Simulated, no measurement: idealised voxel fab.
process module | voxel self aligned vias
cross-section cut | 155 nm wide | cells 5 nm
A cross-section is a grid of square cells, given in bands from the top down. A band is one or more rows of cells.
Each band's line starts with the height of the band's top and of its bottom, in nm. Then come its materials from left to right, each with its width in nm. One material with "throughout" fills the band from edge to edge. "air" is empty space.
Height 0 is the level under which the wafer as received is all one material. The lowest band goes on downwards, as in "0 down".
A width such as "30 to 40" changes by the same amount from each row of cells to the next, from the band's top row to its bottom row.
"no change" after a step means that no cell of the cross-section changed.
closed voids: empty space of 8 cells or more with no open way to the top, each as width x height at its distance from the left edge, in nm
after a step's settings: what the simulator itself notes on the step
overlay nm, on a step with a mask: how far to the right of its planned place the mask lay; to the left if negative
plan
1 op RECEIVE | material Si
2 op CONFORMAL_DEP | material SiO2 | thk nm 15
3 op CONFORMAL_DEP | material SiCN | thk nm 5
4 op DIRECTIONAL_DEP | material lowk | thk nm 30
5 op MASKED_ETCH | tone open | mask id LINES | width nm 30 | pitch nm 60 | etch materials lowk | depth nm 30 | overlay nm 0
6 op CONFORMAL_DEP | material TiN | thk nm 5
7 op FILL_DEP | material W | thk nm 5
8 op CMP | height nm 50
9 op SELECTIVE_ETCH | etch materials W Ru TiN | depth nm 5
10 op FILL_DEP | material SiN | thk nm 10
11 op CMP | height nm 50
12 op DIRECTIONAL_DEP | material lowk | thk nm 20
13 op DIRECTIONAL_DEP | material aC | thk nm 10
14 op PATTERN | tone open | mask id VIAS | material resist | width nm 40 | pitch nm 60 | thk nm 25 | overlay nm 0
15 op DIRECTIONAL_ETCH | etch materials aC | depth nm 10
16 op STRIP | etch materials resist
17 op DIRECTIONAL_ETCH | etch materials lowk | depth nm 20
18 op DIRECTIONAL_ETCH | etch materials SiN | depth nm 5
19 op STRIP | etch materials aC
20 op CONFORMAL_DEP | material TiN | thk nm 5
21 op FILL_DEP | material Ru | thk nm 5
22 op CMP | height nm 70
23 op CONFORMAL_DEP | material SiN | thk nm 5
as received, after step 1
  0 down: Si throughout
  closed voids: none
a wafer at the end: this start, this plan, one mistake
  75 to 70: SiN throughout
  70 to 55: lowk 25 | SiN 5 | Ru 30 | SiN 5 | lowk 20 | SiN 5 | Ru 30 | SiN 5 | lowk 30
  55 to 50: lowk 25 | SiN 10 | Ru 20 | SiN 10 | lowk 20 | SiN 10 | Ru 20 | SiN 10 | lowk 30
  50 to 45: lowk 30 | SiN 30 | lowk 30 | SiN 30 | lowk 35
  45 to 25: lowk 30 | TiN 5 | W 20 | TiN 5 | lowk 30 | TiN 5 | W 20 | TiN 5 | lowk 35
  25 to 20: lowk 30 | TiN 30 | lowk 30 | TiN 30 | lowk 35
  20 to 15: SiCN throughout
  15 to 0: SiO2 throughout
  0 down: Si throughout
  closed voids: none
what went wrong: step 20 ran as: op CONFORMAL_DEP | material SiN | thk nm 5
